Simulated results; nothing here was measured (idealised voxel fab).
Documented hereafter: the process module known as voxel air gaps.
For reference, the cross-section in this document is cut, with width 180 nm and square cells of 5 nm.
Think of the cross-section as a grid of square cells. We describe it in bands, top to bottom, and each band covers one or more rows of those cells. The band entry comprises the height of the band's top followed by the height of its bottom, expressed in nm, and subsequently the band's materials from left to right, each stated together with its width in nm. Where a single material is marked with the word "full width", that material fills the band from edge to edge. The word "empty" represents empty space. Height 0 is the level under which the wafer as received is all one material. The lowest band goes on downwards, as in "0 nm and below". Graded width ("30 to 40"): value in top row of band = first number; value in bottom row = second number; row-to-row change constant. What does "no modifications" mean for a step? It means no cell of the cross-section changed in that step. Empty spaces without an open route to the top, at least 8 cells in extent, make up the entry "Encapsulated voids"; each is given as width x height at distance, where the distance is measured from the left edge, and all are in nm. On each step's line, the part that comes after the settings is the simulator's own comment on the step. "overlay nm", when on a step's line for a step with a mask, measures how far to the right of its planned place the mask lay; a negative measure means to the left.

# This section lists the process steps that were planned
1) RECEIVE,material Si
2) CONFORMAL_DEP,material SiO2,thk nm 15
3) CONFORMAL_DEP,material SiN,thk nm 5
4) DIRECTIONAL_DEP,material SiO2,thk nm 40
5) PATTERN,tone open,mask id LINES,material resist,width nm 15,pitch nm 45,thk nm 20,overlay nm 0
6) DIRECTIONAL_ETCH,etch materials SiO2,depth nm 40
7) STRIP,etch materials resist
8) CONFORMAL_DEP,material TiN,thk nm 5
9) FILL_DEP,material W,thk nm 5
10) CMP,height nm 60
11) EPI,material Ru,thk nm 10
12) SELECTIVE_ETCH,etch materials SiO2,depth nm 50
13) CONFORMAL_DEP,material SiCN,thk nm 5

# So, the first of our two wafers, run just as we planned it

# Here's what the wafer looked like in cross-section when it arrived - that's after step 1
  0 nm and below: Si full width
  Encapsulated voids: none

# After step 2, in cross-section
  15 nm to 0 nm: SiO2 full width
  Below 0 it's all the same as before, nothing changed down there.

# After step 3, in cross-section
  20 nm to 15 nm: SiN full width
  Below 15 it's all the same as before, nothing changed down there.

# After step 4, in cross-section
  60 nm to 20 nm: SiO2 full width
  Below 20 it's all the same as before, nothing changed down there.

# After step 5, in cross-section
  80 nm to 60 nm: resist (35); empty (15); resist (30); empty (15); resist (30); empty (15); resist (40)
  Below 60 it's all the same as before, nothing changed down there.

# After step 6, in cross-section
  80 nm to 60 nm: resist (35); empty (15); resist (30); empty (15); resist (30); empty (15); resist (40)
  60 nm to 20 nm: SiO2 (35); empty (15); SiO2 (30); empty (15); SiO2 (30); empty (15); SiO2 (40)
  Below 20 it's all the same as before, nothing changed down there.

# After step 7, in cross-section
  60 nm to 20 nm: SiO2 (35); empty (15); SiO2 (30); empty (15); SiO2 (30); empty (15); SiO2 (40)
  Below 20 it's all the same as before, nothing changed down there.

# After step 8, in cross-section
  65 nm to 60 nm: TiN (40); empty (5); TiN (40); empty (5); TiN (40); empty (5); TiN (45)
  60 nm to 25 nm: SiO2 (35); TiN (5); empty (5); TiN (5); SiO2 (30); TiN (5); empty (5); TiN (5); SiO2 (30); TiN (5); empty (5); TiN (5); SiO2 (40)
  25 nm to 20 nm: SiO2 (35); TiN (15); SiO2 (30); TiN (15); SiO2 (30); TiN (15); SiO2 (40)
  Below 20 it's all the same as before, nothing changed down there.

# After step 9, in cross-section
  70 nm to 65 nm: W full width
  65 nm to 60 nm: TiN (40); W (5); TiN (40); W (5); TiN (40); W (5); TiN (45)
  60 nm to 25 nm: SiO2 (35); TiN (5); W (5); TiN (5); SiO2 (30); TiN (5); W (5); TiN (5); SiO2 (30); TiN (5); W (5); TiN (5); SiO2 (40)
  Below 25 it's all the same as before, nothing changed down there.

# After step 10, in cross-section
  60 nm to 25 nm: SiO2 (35); TiN (5); W (5); TiN (5); SiO2 (30); TiN (5); W (5); TiN (5); SiO2 (30); TiN (5); W (5); TiN (5); SiO2 (40)
  Below 25 it's all the same as before, nothing changed down there.

# After step 11, in cross-section
  70 nm to 60 nm: empty (25); Ru (35); empty (10); Ru (35); empty (10); Ru (35); empty (30)
  Below 60 it's all the same as before, nothing changed down there.

# After step 12, in cross-section
  70 nm to 60 nm: empty (25); Ru (35); empty (10); Ru (35); empty (10); Ru (35); empty (30)
  60 nm to 25 nm: empty (35); TiN (5); W (5); TiN (5); empty (30); TiN (5); W (5); TiN (5); empty (30); TiN (5); W (5); TiN (5); empty (40)
  25 nm to 20 nm: empty (35); TiN (15); empty (30); TiN (15); empty (30); TiN (15); empty (40)
  Below 20 it's all the same as before, nothing changed down there.

# After step 13, in cross-section
  75 nm to 70 nm: empty (20); SiCN (135); empty (25)
  70 nm to 60 nm: empty (20); SiCN (5); Ru (35); SiCN (10); Ru (35); SiCN (10); Ru (35); SiCN (5); empty (25)
  60 nm to 55 nm: empty (20); SiCN (15); TiN (5); W (5); TiN (5); SiCN (30); TiN (5); W (5); TiN (5); SiCN (30); TiN (5); W (5); TiN (5); SiCN (15); empty (25)
  55 nm to 25 nm: empty (30); SiCN (5); TiN (5); W (5); TiN (5); SiCN (5); empty (20); SiCN (5); TiN (5); W (5); TiN (5); SiCN (5); empty (20); SiCN (5); TiN (5); W (5); TiN (5); SiCN (5); empty (35)
  25 nm to 20 nm: SiCN (35); TiN (15); SiCN (30); TiN (15); SiCN (30); TiN (15); SiCN (40)
  Below 20 it's all the same as before, nothing changed down there.
  Encapsulated voids: 20 x 30 at 55; 20 x 30 at 100

# Now the other wafer: same start, same recipe, but we messed up one thing when running it. Up to and including step 1 it's the same as the first one

# Cross-section, second wafer, at the end time the plan gives for step 2
  10 nm to 0 nm: SiO2 full width
  Below 0 it's all the same as before, nothing changed down there.

# Cross-section, second wafer, at the end time the plan gives for step 3
  15 nm to 10 nm: SiN full width
  Below 10 it's all the same as before, nothing changed down there.

# Cross-section, second wafer, at the end time the plan gives for step 4
  55 nm to 15 nm: SiO2 full width
  Below 15 it's all the same as before, nothing changed down there.

# Cross-section, second wafer, at the end time the plan gives for step 5
  75 nm to 55 nm: resist (35); empty (15); resist (30); empty (15); resist (30); empty (15); resist (40)
  Below 55 it's all the same as before, nothing changed down there.

# Cross-section, second wafer, at the end time the plan gives for step 6
  75 nm to 55 nm: resist (35); empty (15); resist (30); empty (15); resist (30); empty (15); resist (40)
  55 nm to 15 nm: SiO2 (35); empty (15); SiO2 (30); empty (15); SiO2 (30); empty (15); SiO2 (40)
  Below 15 it's all the same as before, nothing changed down there.

# Cross-section, second wafer, at the end time the plan gives for step 7
  55 nm to 15 nm: SiO2 (35); empty (15); SiO2 (30); empty (15); SiO2 (30); empty (15); SiO2 (40)
  Below 15 it's all the same as before, nothing changed down there.

# Cross-section, second wafer, at the end time the plan gives for step 8
  60 nm to 55 nm: TiN (40); empty (5); TiN (40); empty (5); TiN (40); empty (5); TiN (45)
  55 nm to 20 nm: SiO2 (35); TiN (5); empty (5); TiN (5); SiO2 (30); TiN (5); empty (5); TiN (5); SiO2 (30); TiN (5); empty (5); TiN (5); SiO2 (40)
  20 nm to 15 nm: SiO2 (35); TiN (15); SiO2 (30); TiN (15); SiO2 (30); TiN (15); SiO2 (40)
  Below 15 it's all the same as before, nothing changed down there.

# Cross-section, second wafer, at the end time the plan gives for step 9
  65 nm to 60 nm: W full width
  60 nm to 55 nm: TiN (40); W (5); TiN (40); W (5); TiN (40); W (5); TiN (45)
  55 nm to 20 nm: SiO2 (35); TiN (5); W (5); TiN (5); SiO2 (30); TiN (5); W (5); TiN (5); SiO2 (30); TiN (5); W (5); TiN (5); SiO2 (40)
  Below 20 it's all the same as before, nothing changed down there.

# Cross-section, second wafer, at the end time the plan gives for step 10
  60 nm to 55 nm: TiN (40); W (5); TiN (40); W (5); TiN (40); W (5); TiN (45)
  Below 55 it's all the same as before, nothing changed down there.

# Cross-section, second wafer, at the end time the plan gives for step 11
  70 nm to 60 nm: Ru full width
  Below 60 it's all the same as before, nothing changed down there.

Cross-section, second wafer, at the end time the plan gives for step 12: no modifications

# Cross-section, second wafer, at the end time the plan gives for step 13
  75 nm to 70 nm: SiCN full width
  Below 70 it's all the same as before, nothing changed down there.
Finding, execution versus plan: for step 2, the planned setting was not used; the step was instead run as CONFORMAL_DEP,material SiO2,thk nm 10
Final tally in cells, some materials are higher or lower on the second wafer than on the first: +30 Ru | -84 SiCN | +180 SiO2 | +33 TiN | +3 W
Heads up: the first wafer ends with 2 closed voids, the second with 0.
